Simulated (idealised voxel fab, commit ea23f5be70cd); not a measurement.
process module | voxel double patterning
cross-section cut | 280 nm wide | cells 5 nm
A cross-section is a grid of square cells, given in bands from the top down. A band is one or more rows of cells.
Each band's line starts with the height of the band's top and of its bottom, in nm. Then come its materials from left to right, each with its width in nm. One material with "throughout" fills the band from edge to edge. "air" is empty space.
Height 0 is the level under which the wafer as received is all one material. The lowest band goes on downwards, as in "0 down".
A width such as "30 to 40" changes by the same amount from each row of cells to the next, from the band's top row to its bottom row.
"no change" after a step means that no cell of the cross-section changed.
closed voids: empty space of 8 cells or more with no open way to the top, each as width x height at its distance from the left edge, in nm
after a step's settings: what the simulator itself notes on the step
overlay nm, on a step with a mask: how far to the right of its planned place the mask lay; to the left if negative
plan
1 op RECEIVE | material Si
2 op CONFORMAL_DEP | material SiN | thk nm 10
3 op DIRECTIONAL_DEP | material SiO2 | thk nm 20
4 op DIRECTIONAL_DEP | material SiCN | thk nm 10
5 op MASKED_ETCH | tone open | mask id FIRST | width nm 15 | pitch nm 50 | etch materials SiCN | depth nm 10 | overlay nm 0
6 op MASKED_ETCH | tone open | mask id SECOND | width nm 15 | pitch nm 50 | etch materials SiCN | depth nm 10 | overlay nm 0
7 op DIRECTIONAL_ETCH | etch materials SiO2 | depth nm 20
8 op STRIP | etch materials SiCN
as received, after step 1
  0 down: Si throughout
  closed voids: none
first wafer at the end, as planned
  30 to 10: SiO2 80 | air 15 | SiO2 10 | air 15 | SiO2 10 | air 15 | SiO2 10 | air 15 | SiO2 10 | air 15 | SiO2 85
  10 to 0: SiN throughout
  0 down: Si throughout
  closed voids: none
second wafer at the end: like start, like plan, one mistake
  30 to 20: SiO2 80 | air 15 | SiO2 10 | air 15 | SiO2 10 | air 15 | SiO2 10 | air 15 | SiO2 10 | air 15 | SiO2 85
  20 to 10: SiO2 throughout
  10 to 0: SiN throughout
  0 down: Si throughout
  closed voids: none
what went wrong: step 7 ran as: op DIRECTIONAL_ETCH | etch materials SiO2 | depth nm 10
at the end the second wafer has, in cells: 30 more of SiO2
